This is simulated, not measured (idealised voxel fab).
You're looking at the process module voxel released beams.
The figure presents cross-section cut, which has a width of 265 nm and is divided into square cells with an edge length of 5 nm.
How to read a cross-section here: the picture is a grid of square cells, written as bands going from the top down, and any band can span one or more rows of cells. It is stipulated that each band's entry specify, in nanometres, the height of the top of the band and then that of its bottom, followed by the materials of the band in left-to-right sequence, each together with its width in nanometres. A single material marked by the word "throughout" is understood to fill the band from edge to edge; the word "blank" is understood to denote empty space. Height is counted from the level 0, under which the received wafer is composed throughout of one material. The lowest of the bands is not closed at the bottom but continues downward, in the notation "top 0, no bottom". The expression "30->40" gives the width at the extremes of the band, the first number at its top row of cells and the second at its bottom row, with the width changing by equal amounts from each row to the next in between. Key: "no change occurred" - step with no changed cell in the cross-section. Voids not open to the top, 8 cells minimum: see "Sealed internal cavities". Written width x height at distance; distance is from the left edge; nm. Text after the settings on a step's line: the simulator's own remark on that step. A step line may carry the setting "overlay nm", which, for steps involving a mask, states the distance by which the mask lay to the right of its intended position; negative values denote displacement to the left.
**Process steps (planned)**
- 1: RECEIVE: material Si
- 2: CONFORMAL_DEP: material SiN, thk nm 5
- 3: DIRECTIONAL_DEP: material SiO2, thk nm 20
- 4: DIRECTIONAL_DEP: material aC, thk nm 15
- 5: PATTERN: tone open, mask id ANCHOR, material resist, width nm 45, thk nm 35, overlay nm 0
- 6: DIRECTIONAL_ETCH: etch materials aC, depth nm 15
- 7: STRIP: etch materials resist
- 8: DIRECTIONAL_ETCH: etch materials SiO2, depth nm 20
- 9: STRIP: etch materials aC
- 10: CONFORMAL_DEP: material W, thk nm 15
- 11: DIRECTIONAL_DEP: material aC, thk nm 10
- 12: PATTERN: tone cover, mask id BEAM, material resist, width nm 95, thk nm 30, overlay nm 0
- 13: DIRECTIONAL_ETCH: etch materials aC, depth nm 10
- 14: STRIP: etch materials resist
- 15: DIRECTIONAL_ETCH: etch materials W, depth nm 15
- 16: STRIP: etch materials aC
- 17: STRIP: etch materials SiO2
**Incoming wafer in cross-section (state: after step 1)**
- top 0, no bottom: Si throughout
- Sealed internal cavities: none
**The first of the two wafers as seen in cross-section once the module was finished; processing followed the plan**
- top 40, bottom 25: 80 nm blank  20 nm W  15 nm blank  60 nm W  90 nm blank
- top 25, bottom 20: 85 nm blank  15 nm W  15 nm blank  15 nm W  135 nm blank
- top 20, bottom 5: 85 nm blank  45 nm W  135 nm blank
- top 5, bottom 0: SiN throughout
- top 0, no bottom: Si throughout
- Sealed internal cavities: none
**End-of-module cross-section of the second wafer: identical starting point and process plan to the first, with one processing mistake**
- top 40, bottom 25: 80 nm blank  95 nm W  90 nm blank
- top 25, bottom 20: SiN throughout
- top 20, bottom 0: SiO2 throughout
- top 0, no bottom: Si throughout
- Sealed internal cavities: none
Where did the run depart from the plan? steps 2 and 3 were swapped
Materials where the second wafer ends with more or fewer cells than the first: 212 more of SiO2, 24 fewer of W
